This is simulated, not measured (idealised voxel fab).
You're looking at the process module voxel plated lines.
The width of the displayed cross-section, cut, is 200 nm; its cells are square, with a size of 5 nm.
A cross-section is a grid of square cells, given in bands from the top down. A band is one or more rows of cells. Within each band entry, the heights of the top and of the bottom of the band appear first, in that order and in nm; the materials of the band then follow from left to right, each with its corresponding width in nm. The designation "everywhere" on a single material indicates that it fills the band from edge to edge; the designation "air" indicates empty space. Counting heights begins at 0, where everything beneath is, in the wafer as received, one material. The lowest band has no bottom; it goes on downwards, as "from 0 down" shows. Note: "30 to 40" means the width goes from the first number (top row of the band) to the second number (bottom row) in equal steps per row of cells. "everything unchanged" means the step left every cell of the cross-section as it was. "Sealed void listing": sealed empty spaces, 8 cells or more, no open way to top, listed width x height at distance, with distance from the left edge and width, height and distance in nm. Where a step's line continues beyond its settings, the continuation is a remark by the simulator itself on that step. You can add "overlay nm" to a step's line. For a step with a mask, it describes how far the mask lay to the right of its planned position, and a negative number describes a lay to the left.

List of planned process steps
| 1 | op RECEIVE | material Si |
| 2 | op CONFORMAL_DEP | material SiN | thk nm 5 |
| 3 | op DIRECTIONAL_DEP | material TiN | thk nm 5 |
| 4 | op PATTERN | tone open | mask id LINES | material resist | width nm 15 | pitch nm 45 | thk nm 35 | overlay nm 0 |
| 5 | op EPI | material Ru | thk nm 5 |
| 6 | op EPI | material Ru | thk nm 5 |
| 7 | op EPI | material Ru | thk nm 10 |
| 8 | op STRIP | etch materials resist |
| 9 | op DIRECTIONAL_ETCH | etch materials TiN | depth nm 5 |
| 10 | op CONFORMAL_DEP | material SiO2 | thk nm 10 |
Heads up: all these wafers start the same, and what changes between them is the width nm in step 4. The value you see in the plan is just what the first wafer got.

The first of several wafers in cross-section, exactly as it reached us after step 1
- from 0 down | Si everywhere
- Sealed void listing: none

Per wafer, end of module: cells gained (+) or lost (-) per material since receipt, then closed voids
width nm 15; +36 Ru; +40 SiN; +140 SiO2; +9 TiN; Sealed void listing: none
width nm 20; +48 Ru; +40 SiN; +140 SiO2; +12 TiN; Sealed void listing: none
width nm 25; +60 Ru; +40 SiN; +140 SiO2; +15 TiN; Sealed void listing: none
width nm 30; +72 Ru; +40 SiN; +130 SiO2; +18 TiN; Sealed void listing: none
